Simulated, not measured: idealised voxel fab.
Documented hereafter: the process module known as voxel wiring stack.
Section shown: cut. Width: 210 nm. Cell size: 5 nm, square.
A cross-section in this document is a grid of square cells, and it is written down as bands, the top band listed before the ones below it; a band is made up of one or more rows of cells.
Basically the band line says how high the top is and how high the bottom is, in nm, and then what's in it from left to right, every material with its width in nm. Empty space shows up as "blank", and if a single material carries "throughout" it runs the full band edge to edge.
Ref level 0: as-received wafer is one material below here. Bottom band extends down with no lower bound ("0 -> down").
Think of "30->40" as a width that walks from the first number to the second as you go down the band, top row to bottom row, taking equal-sized steps from row to row.
The cross-section has no changed cell in any step marked "identical to before".
The entry titled "Fully sealed voids" provides the empty spaces that have no open way to the top, restricted to those of 8 cells or more. Each is presented as width x height at distance, the distance being measured from the left edge, with all three in nm.
Read whatever lies past the settings on a step's line as the simulator's own remark about the step.
If you see "overlay nm" on a step's line and that step has a mask, it's telling you how far right of where it was planned the mask ended up; a negative number means it went left instead.

So here's the lineup of process steps we planned:
- 1: RECEIVE, material Si
- 2: CONFORMAL_DEP, material SiO2, thk nm 10
- 3: DIRECTIONAL_DEP, material TiN, thk nm 5
- 4: DIRECTIONAL_DEP, material W, thk nm 25
- 5: PATTERN, tone cover, mask id METAL_1, material resist, width nm 30, pitch nm 55, thk nm 15, overlay nm 0
- 6: DIRECTIONAL_ETCH, etch materials W, depth nm 25
- 7: DIRECTIONAL_ETCH, etch materials TiN, depth nm 5
- 8: STRIP, etch materials resist
- 9: FILL_DEP, material lowk, thk nm 5
- 10: CMP, height nm 40
- 11: CONFORMAL_DEP, material SiCN, thk nm 5
- 12: DIRECTIONAL_DEP, material lowk, thk nm 10
- 13: DIRECTIONAL_DEP, material aC, thk nm 15
- 14: PATTERN, tone open, mask id PLUG_1, material resist, width nm 15, pitch nm 55, thk nm 30, overlay nm 0
- 15: DIRECTIONAL_ETCH, etch materials aC, depth nm 15
- 16: STRIP, etch materials resist
- 17: DIRECTIONAL_ETCH, etch materials lowk, depth nm 10
- 18: DIRECTIONAL_ETCH, etch materials SiCN, depth nm 5
- 19: STRIP, etch materials aC
- 20: EPI, material Ru, thk nm 10
- 21: EPI, material Ru, thk nm 5
- 22: CONFORMAL_DEP, material SiCN, thk nm 5
- 23: DIRECTIONAL_DEP, material SiO2, thk nm 25
- 24: DIRECTIONAL_DEP, material aC, thk nm 10
- 25: PATTERN, tone open, mask id METAL_2, material resist, width nm 30, pitch nm 55, thk nm 25, overlay nm -15
- 26: DIRECTIONAL_ETCH, etch materials aC, depth nm 10
- 27: STRIP, etch materials resist
- 28: DIRECTIONAL_ETCH, etch materials SiO2, depth nm 25
- 29: DIRECTIONAL_ETCH, etch materials SiCN, depth nm 5
- 30: STRIP, etch materials aC
- 31: CONFORMAL_DEP, material TiN, thk nm 5
- 32: FILL_DEP, material W, thk nm 5
- 33: CMP, height nm 85
- 34: CONFORMAL_DEP, material SiN, thk nm 5
Among the wafers covered here, the point of difference is the overlay nm at step 25; their starting state is shared, and the plan presents the value of the first wafer.

Cross-section: the first of several wafers in its as-received state, i.e. following step 1:
	0 -> down | Si throughout
	Fully sealed voids: none

Tabulated below, wafer by wafer, are the end-of-module results: for each material, the number of cells gained (+) or lost (-) relative to the as-received state, followed by the closed voids:
overlay nm -15 | +27 Ru | +57 SiCN | +42 SiN | +204 SiO2 | +66 TiN | +150 W | +210 lowk | Fully sealed voids: none
overlay nm -10 | +27 Ru | +57 SiCN | +42 SiN | +204 SiO2 | +66 TiN | +150 W | +210 lowk | Fully sealed voids: none
overlay nm -5 | +27 Ru | +57 SiCN | +42 SiN | +204 SiO2 | +66 TiN | +150 W | +210 lowk | Fully sealed voids: none
overlay nm 0 | +27 Ru | +57 SiCN | +42 SiN | +204 SiO2 | +66 TiN | +150 W | +210 lowk | Fully sealed voids: none
overlay nm 5 | +27 Ru | +57 SiCN | +42 SiN | +204 SiO2 | +66 TiN | +150 W | +210 lowk | Fully sealed voids: none
overlay nm 10 | +27 Ru | +57 SiCN | +42 SiN | +204 SiO2 | +66 TiN | +150 W | +210 lowk | Fully sealed voids: none
overlay nm 15 | +27 Ru | +57 SiCN | +42 SiN | +204 SiO2 | +66 TiN | +150 W | +210 lowk | Fully sealed voids: none
